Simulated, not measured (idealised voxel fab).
Documented hereafter: the process module known as voxel wiring stack.
The figure presents cross-section cut, which has a width of 225 nm and is divided into square cells with an edge length of 5 nm.
Cross-section layout: square cells on a grid; listed as bands, top to bottom; a band spans one or more cell rows. Top height, bottom height, nm. Materials left to right, width each, nm. Single material + "edge to edge" = fills band edge to edge. "blank" = empty. Height is counted from the level 0, under which the received wafer is composed throughout of one material. The lowest of the bands is not closed at the bottom but continues downward, in the notation "0 down". You'd read "30->40" like this: the band's top row of cells is as wide as the first number, its bottom row is as wide as the second, and going down, every row changes width by the same amount as the row before did. When a step is marked "nothing was modified", none of the cells in the cross-section changed during that step. "Entrapped voids": sealed empty spaces, 8 cells or more, no open way to top, listed width x height at distance, with distance from the left edge and width, height and distance in nm. after a step's settings: what the simulator itself notes on the step. overlay nm: for a step with a mask, the amount by which the mask lay right of where it was planned; a negative amount means left of it.
[Here's what the planned process steps look like]
step 1: RECEIVE [material Si]
step 2: CONFORMAL_DEP [material SiO2] [thk nm 10]
step 3: DIRECTIONAL_DEP [material TiN] [thk nm 5]
step 4: DIRECTIONAL_DEP [material Ru] [thk nm 15]
step 5: PATTERN [tone cover] [mask id METAL_1] [material resist] [width nm 25] [pitch nm 45] [thk nm 20] [overlay nm 0]
step 6: DIRECTIONAL_ETCH [etch materials Ru] [depth nm 15]
step 7: DIRECTIONAL_ETCH [etch materials TiN] [depth nm 5]
step 8: STRIP [etch materials resist]
step 9: FILL_DEP [material lowk] [thk nm 5]
step 10: CMP [height nm 30]
step 11: CONFORMAL_DEP [material SiCN] [thk nm 5]
step 12: DIRECTIONAL_DEP [material lowk] [thk nm 30]
step 13: MASKED_ETCH [tone open] [mask id METAL_2_HOLES] [width nm 15] [pitch nm 45] [etch materials lowk] [depth nm 30] [overlay nm 0]
step 14: MASKED_ETCH [tone open] [mask id METAL_2] [width nm 15] [pitch nm 45] [etch materials lowk] [depth nm 20] [overlay nm 0]
step 15: MASKED_ETCH [tone open] [mask id METAL_2] [width nm 25] [pitch nm 45] [etch materials SiCN] [depth nm 5] [overlay nm 0]
step 16: CONFORMAL_DEP [material TiN] [thk nm 5]
step 17: FILL_DEP [material Cu] [thk nm 5]
step 18: CMP [height nm 65]
step 19: CONFORMAL_DEP [material SiN] [thk nm 5]
Every wafer here starts from the same state; it is the step 14 width nm that distinguishes them, and the value the plan gives belongs to the first wafer.
[Received wafers, first of several: cross-section after step 1]
    0 down: Si edge to edge
    Entrapped voids: none
[Here is how to read the rows: every wafer has a row, and it shows the wafer at the end of the module, giving for each material how many cells were gained (+) or lost (-) since the wafer was received, then listing its closed voids]
width nm 15; +27 Cu; +45 Ru; +36 SiCN; +45 SiN; +90 SiO2; +63 TiN; +324 lowk; Entrapped voids: none
width nm 20; +36 Cu; +45 Ru; +36 SiCN; +45 SiN; +90 SiO2; +66 TiN; +312 lowk; Entrapped voids: none
width nm 25; +36 Cu; +45 Ru; +36 SiCN; +45 SiN; +90 SiO2; +66 TiN; +312 lowk; Entrapped voids: none
width nm 30; +45 Cu; +45 Ru; +36 SiCN; +45 SiN; +90 SiO2; +69 TiN; +300 lowk; Entrapped voids: none
